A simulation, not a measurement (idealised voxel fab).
Proc. module: voxel trench capacitor
Section shown: cut. Width: 270 nm. Cell size: 5 nm, square.
Think of the cross-section as a grid of square cells. We describe it in bands, top to bottom, and each band covers one or more rows of those cells. This entry defines a band. It first specifies the height of the band's top and the height of its bottom in nm, and then specifies the band's materials from left to right, stating each material with its width in nm. The word "full width" identifies a single material that fills the band from edge to edge, while the word "air" identifies empty space. The level at which height equals 0 is the one under which the wafer, as it arrives, is entirely one material. No lower edge exists for the bottom band, which continues downward and is notated as in "top 0, no bottom". Width: "30->40" (first number = top row, second number = bottom row, same change from row to row of cells). Step marked "nothing was modified"? Then no cell in the cross-section changed in it. "Closed-off voids" enumerates empty spaces isolated from the top, with no open way to it, that contain at least 8 cells, giving each as width x height at distance from the left edge, all three in nm. Note: text after step settings on the step line = simulator remark on that step. "overlay nm" answers the question of how far to the right of plan the mask lay on a step that has a mask, and when it is negative the answer is to the left.
Steps planned for the process:
1. RECEIVE: material Si
2. CONFORMAL_DEP: material SiN, thk nm 5
3. MASKED_ETCH: tone open, mask id TRENCH, width nm 15, pitch nm 40, etch materials SiN, depth nm 5, overlay nm 0
4. MASKED_ETCH: tone open, mask id TRENCH, width nm 15, pitch nm 40, etch materials Si, depth nm 30, overlay nm 0
5. CONFORMAL_DEP: material Al2O3, thk nm 5
6. FILL_DEP: material polySi, thk nm 10
7. CMP: height nm 5
Variable across wafers: step 3 width nm (plan value is that of the first wafer; starting state common to all).
Received wafers, first of several: cross-section after step 1:
> top 0, no bottom = Si full width
> Closed-off voids: none
The rows of the table below are wafers. Looking at the end of the module, a row counts, for every material, the cells the wafer has gained, shown as (+), or lost, shown as (-), since it was received; its closed voids come next:
width nm 15 | +45 Al2O3 | -54 Si | +45 SiN | +18 polySi | Closed-off voids: none
width nm 20 | +48 Al2O3 | -54 Si | +42 SiN | +18 polySi | Closed-off voids: none
width nm 25 | +51 Al2O3 | -54 Si | +39 SiN | +18 polySi | Closed-off voids: none
